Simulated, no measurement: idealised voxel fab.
This section sets out a process module, namely voxel double patterning.
Xsec cut, 255 nm wide, square cell size 5 nm.
A cross-section in this document is a grid of square cells, and it is written down as bands, the top band listed before the ones below it; a band is made up of one or more rows of cells.
Quick guide to a band line: top height, bottom height (nm) up front; then every material left to right with its width in nm. Only one material and it's marked "edge to edge"? Then it fills the band edge to edge. And "blank" just means empty space.
We count height from 0. Below that, the starting wafer is all one material. The lowest band never ends at the bottom but goes on down; see "0 and below" for how that is written.
Top row gets the first number, bottom row gets the second, and each row in between changes by the same step: that is how a band width like "30->40" works.
It should be understood that the words "remains unaltered", when stated for a given step, signify that the cross-section underwent no change in any of its cells during that step.
Look at "Entrapped voids" for the closed voids: empty spaces with no open path to the top, sized 8 cells or up. Each is width x height at distance, distance from the left edge, all nm.
Step line, after settings: the simulator's comment on this step.
"overlay nm" on a masked step: distance the mask lay right of its planned place, negative for left.

### These are the steps we planned for the process
1: RECEIVE | material Si
2: CONFORMAL_DEP | material SiO2 | thk nm 10
3: DIRECTIONAL_DEP | material polySi | thk nm 15
4: DIRECTIONAL_DEP | material SiCN | thk nm 5
5: DIRECTIONAL_DEP | material aC | thk nm 15
6: PATTERN | tone open | mask id FIRST | material resist | width nm 15 | pitch nm 50 | thk nm 30 | overlay nm 0
7: DIRECTIONAL_ETCH | etch materials aC | depth nm 15
8: STRIP | etch materials resist
9: DIRECTIONAL_ETCH | etch materials SiCN | depth nm 5
10: STRIP | etch materials aC
11: MASKED_ETCH | tone open | mask id SECOND | width nm 15 | pitch nm 50 | etch materials SiCN | depth nm 5 | overlay nm 0
12: DIRECTIONAL_ETCH | etch materials polySi | depth nm 15
13: STRIP | etch materials SiCN

### Account of the first of two wafers, which was processed as intended

### Incoming wafer, cross-sectional view, post step 1
- 0 and below = Si edge to edge
- Entrapped voids: none

### after step 2
- 10 down to 0 = SiO2 edge to edge
- Unchanged below 0.

### after step 3
- 25 down to 10 = polySi edge to edge
- Unchanged below 10.

### after step 4
- 30 down to 25 = SiCN edge to edge
- Unchanged below 25.

### after step 5
- 45 down to 30 = aC edge to edge
- Unchanged below 30.

### after step 6
- 75 down to 45 = resist 70, blank 15, resist 35, blank 15, resist 35, blank 15, resist 70
- Unchanged below 45.

### after step 7
- 60 down to 45 = resist 70, blank 15, resist 35, blank 15, resist 35, blank 15, resist 70
- 45 down to 30 = aC 70, blank 15, aC 35, blank 15, aC 35, blank 15, aC 70
- Unchanged below 30.

### after step 8
- 45 down to 30 = aC 70, blank 15, aC 35, blank 15, aC 35, blank 15, aC 70
- Unchanged below 30.

### after step 9
- 45 down to 30 = aC 70, blank 15, aC 35, blank 15, aC 35, blank 15, aC 70
- 30 down to 25 = SiCN 70, blank 15, SiCN 35, blank 15, SiCN 35, blank 15, SiCN 70
- Unchanged below 25.

### after step 10
- 30 down to 25 = SiCN 70, blank 15, SiCN 35, blank 15, SiCN 35, blank 15, SiCN 70
- Unchanged below 25.

### after step 11
- 30 down to 25 = SiCN 70, blank 15, SiCN 10, blank 15, SiCN 10, blank 15, SiCN 10, blank 15, SiCN 10, blank 15, SiCN 70
- Unchanged below 25.

### after step 12
- 30 down to 25 = SiCN 70, blank 15, SiCN 10, blank 15, SiCN 10, blank 15, SiCN 10, blank 15, SiCN 10, blank 15, SiCN 70
- 25 down to 10 = polySi 70, blank 15, polySi 10, blank 15, polySi 10, blank 15, polySi 10, blank 15, polySi 10, blank 15, polySi 70
- Unchanged below 10.

### after step 13
- 25 down to 10 = polySi 70, blank 15, polySi 10, blank 15, polySi 10, blank 15, polySi 10, blank 15, polySi 10, blank 15, polySi 70
- Unchanged below 10.

### second wafer: like start, like plan, one mistake. Through step 3 it matches the first wafer

### Second wafer, sectioned view, at step 4's planned end time
- 30 down to 25 = SiO2 edge to edge
- Unchanged below 25.

### Second wafer, sectioned view, at step 5's planned end time
- 45 down to 30 = aC edge to edge
- Unchanged below 30.

### Second wafer, sectioned view, at step 6's planned end time
- 75 down to 45 = resist 70, blank 15, resist 35, blank 15, resist 35, blank 15, resist 70
- Unchanged below 45.

### Second wafer, sectioned view, at step 7's planned end time
- 60 down to 45 = resist 70, blank 15, resist 35, blank 15, resist 35, blank 15, resist 70
- 45 down to 30 = aC 70, blank 15, aC 35, blank 15, aC 35, blank 15, aC 70
- Unchanged below 30.

### Second wafer, sectioned view, at step 8's planned end time
- 45 down to 30 = aC 70, blank 15, aC 35, blank 15, aC 35, blank 15, aC 70
- Unchanged below 30.

Second wafer, sectioned view, at step 9's planned end time: remains unaltered

### Second wafer, sectioned view, at step 10's planned end time
- 30 down to 25 = SiO2 edge to edge
- Unchanged below 25.

Second wafer, sectioned view, at step 11's planned end time: remains unaltered

Second wafer, sectioned view, at step 12's planned end time: remains unaltered

Second wafer, sectioned view, at step 13's planned end time: remains unaltered
Which mistake was made when the wafer was run? step 4 was run on a setting that differed from the plan, and what really ran there is DIRECTIONAL_DEP | material SiO2 | thk nm 5
Per the end-of-run cell counts, the second wafer holds more or fewer of some materials than the first: +51 SiO2, +45 polySi
